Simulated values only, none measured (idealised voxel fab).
A process module follows: voxel air gaps.
The figure presents cross-section cut, which has a width of 210 nm and is divided into square cells with an edge length of 5 nm.
Notation: cross-section as square-cell grid; stated in bands, top first, going down; one or more cell rows per band.
Band entry format. Leading values: height of top, height of bottom, nm. Remainder: materials in left-to-right order, each with its width in nm. Special words: "full width" on a single material, which then fills the band edge to edge; "air", empty space.
Heights are expressed relative to 0, this being the level below which the as-received wafer comprises one material exclusively. The lowest band is unbounded in the downward direction and is denoted as in "top 0, no bottom".
The expression "30 to 40" gives the width at the extremes of the band, the first number at its top row of cells and the second at its bottom row, with the width changing by equal amounts from each row to the next in between.
"remained unchanged" means the step left every cell of the cross-section as it was.
Each empty space that has no open way to the top and spans at least 8 cells appears under "Sealed internal cavities" as width x height at distance, the distance counted from the left edge, all in nm.
Whatever follows a step's settings on its line is a remark the simulator itself makes about that step.
overlay nm: right-of-plan distance of the mask on a masked step; negative values mean left-of-plan.
THESE ARE THE STEPS WE PLANNED FOR THE PROCESS
1. RECEIVE with material Si
2. CONFORMAL_DEP with material SiO2, thk nm 15
3. CONFORMAL_DEP with material SiCN, thk nm 5
4. DIRECTIONAL_DEP with material SiO2, thk nm 40
5. DIRECTIONAL_DEP with material aC, thk nm 15
6. PATTERN with tone open, mask id LINES, material resist, width nm 20, pitch nm 50, thk nm 35, overlay nm 0
7. DIRECTIONAL_ETCH with etch materials aC, depth nm 15
8. STRIP with etch materials resist
9. DIRECTIONAL_ETCH with etch materials SiO2, depth nm 40
10. STRIP with etch materials aC
11. CONFORMAL_DEP with material TiN, thk nm 5
12. FILL_DEP with material Ru, thk nm 10
13. CMP with height nm 60
14. EPI with material Ru, thk nm 10
15. SELECTIVE_ETCH with etch materials SiO2, depth nm 50
16. CONFORMAL_DEP with material SiCN, thk nm 5
WAFER AT RECEIPT (POST STEP 1), CROSS-SECTION
top 0, no bottom | Si full width
Sealed internal cavities: none
CROSS-SECTIONAL VIEW OF THE FIRST OF THE TWO WAFERS UPON COMPLETION OF THE MODULE, PROCESSED IN ACCORDANCE WITH THE PLAN
top 75, bottom 70 | air 5; SiCN 200; air 5
top 70, bottom 60 | air 5; SiCN 5; Ru 40; SiCN 10; Ru 40; SiCN 10; Ru 40; SiCN 10; Ru 40; SiCN 5; air 5
top 60, bottom 55 | air 5; SiCN 15; TiN 5; Ru 10; TiN 5; SiCN 30; TiN 5; Ru 10; TiN 5; SiCN 30; TiN 5; Ru 10; TiN 5; SiCN 30; TiN 5; Ru 10; TiN 5; SiCN 15; air 5
top 55, bottom 25 | air 15; SiCN 5; TiN 5; Ru 10; TiN 5; SiCN 5; air 20; SiCN 5; TiN 5; Ru 10; TiN 5; SiCN 5; air 20; SiCN 5; TiN 5; Ru 10; TiN 5; SiCN 5; air 20; SiCN 5; TiN 5; Ru 10; TiN 5; SiCN 5; air 15
top 25, bottom 20 | SiCN 20; TiN 20; SiCN 30; TiN 20; SiCN 30; TiN 20; SiCN 30; TiN 20; SiCN 20
top 20, bottom 15 | SiCN full width
top 15, bottom 0 | SiO2 full width
top 0, no bottom | Si full width
Sealed internal cavities: 20 x 30 at 45; 20 x 30 at 95; 20 x 30 at 145
MODULE END: CROSS-SECTION OF WAFER TWO OF TWO. SAME START AND PROCESS PLAN AS THE FIRST WAFER. ONE MISTAKE DURING EXECUTION
top 75, bottom 70 | SiCN full width
top 70, bottom 60 | Ru full width
top 60, bottom 25 | Ru 15; TiN 5; SiO2 20; TiN 5; Ru 20; TiN 5; SiO2 20; TiN 5; Ru 20; TiN 5; SiO2 20; TiN 5; Ru 20; TiN 5; SiO2 20; TiN 5; Ru 15
top 25, bottom 20 | TiN 20; SiO2 20; TiN 30; SiO2 20; TiN 30; SiO2 20; TiN 30; SiO2 20; TiN 20
top 20, bottom 15 | SiCN full width
top 15, bottom 0 | SiO2 full width
top 0, no bottom | Si full width
Sealed internal cavities: none
Against the plan, the run slipped here: rather than as planned, step 6 actually ran as PATTERN with tone cover, mask id LINES, material resist, width nm 20, pitch nm 50, thk nm 35, overlay nm 0
Heads up, by the end the second wafer has more or fewer cells of some materials compared to the first: 90 more of Ru | 112 fewer of SiCN | 128 more of SiO2 | 10 more of TiN
Long story short, the first wafer ends with 3 closed voids and the second one with 0.
